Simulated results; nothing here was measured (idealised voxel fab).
process module | voxel lift off
For reference, the cross-section in this document is cut, with width 190 nm and square cells of 5 nm.
Reading order for cross-sections: top band down to bottom band. Underlying form: a grid of square cells. Band size: one or more rows of cells. For a band, the entry starts with two heights in nm, that of the top and then that of the bottom, and carries on with the band's materials in order from left to right, each alongside its width in nm; the word "full width" beside a single material means it fills the band edge to edge, and "empty" means empty space. Heights are reckoned from 0. Under this level, the received wafer is all of one material. The bottommost band is open-ended downward, for example "z 0 and below". When a width is written as two numbers, as in "30 to 40", the first number is the width in the top row of cells of the band and the second is the width in its bottom row, and the width changes by the same amount from each row to the next. The cross-section has no changed cell in any step marked "remains unaltered". Basically, "Voids, enclosed" tells you about the enclosed voids: empty spaces with no open way to the top, 8 cells or bigger, each written width x height at distance, where distance is from the left edge, all in nm. Past the settings on a step's line: simulator remark, on that step. overlay nm, on a step with a mask: how far to the right of its planned place the mask lay; to the left if negative.
LISTED BELOW ARE THE PROCESS STEPS AS PLANNED
- 1: RECEIVE (material Si)
- 2: CONFORMAL_DEP (material SiN; thk nm 15)
- 3: PATTERN (tone open; mask id LINES; material resist; width nm 30; pitch nm 50; thk nm 30; overlay nm 0)
- 4: DIRECTIONAL_DEP (material Ru; thk nm 15)
- 5: STRIP (etch materials resist)
- 6: CONFORMAL_DEP (material SiO2; thk nm 5)
HERE'S WHAT THE WAFER LOOKED LIKE IN CROSS-SECTION WHEN IT ARRIVED - THAT'S AFTER STEP 1
z 0 and below: Si full width
Voids, enclosed: none
BELOW IS THE WAFER IN CROSS-SECTION AFTER THE MODULE WAS COMPLETED. IT BEGAN FROM THE STARTING POINT SHOWN ABOVE AND FOLLOWED THE PLAN SHOWN ABOVE, EXCEPT THAT ONE MISTAKE WAS MADE WHILE RUNNING IT
z 35 to 30: SiO2=35  empty=20  SiO2=30  empty=20  SiO2=30  empty=20  SiO2=35
z 30 to 20: Ru=30  SiO2=5  empty=20  SiO2=5  Ru=20  SiO2=5  empty=20  SiO2=5  Ru=20  SiO2=5  empty=20  SiO2=5  Ru=30
z 20 to 15: Ru=30  SiO2=30  Ru=20  SiO2=30  Ru=20  SiO2=30  Ru=30
z 15 to 0: SiN full width
z 0 and below: Si full width
Voids, enclosed: none
The mistake made against the process plan was this: step 3 was processed under conditions differing from the plan, specifically as PATTERN (tone cover; mask id LINES; material resist; width nm 30; pitch nm 50; thk nm 30; overlay nm 0)
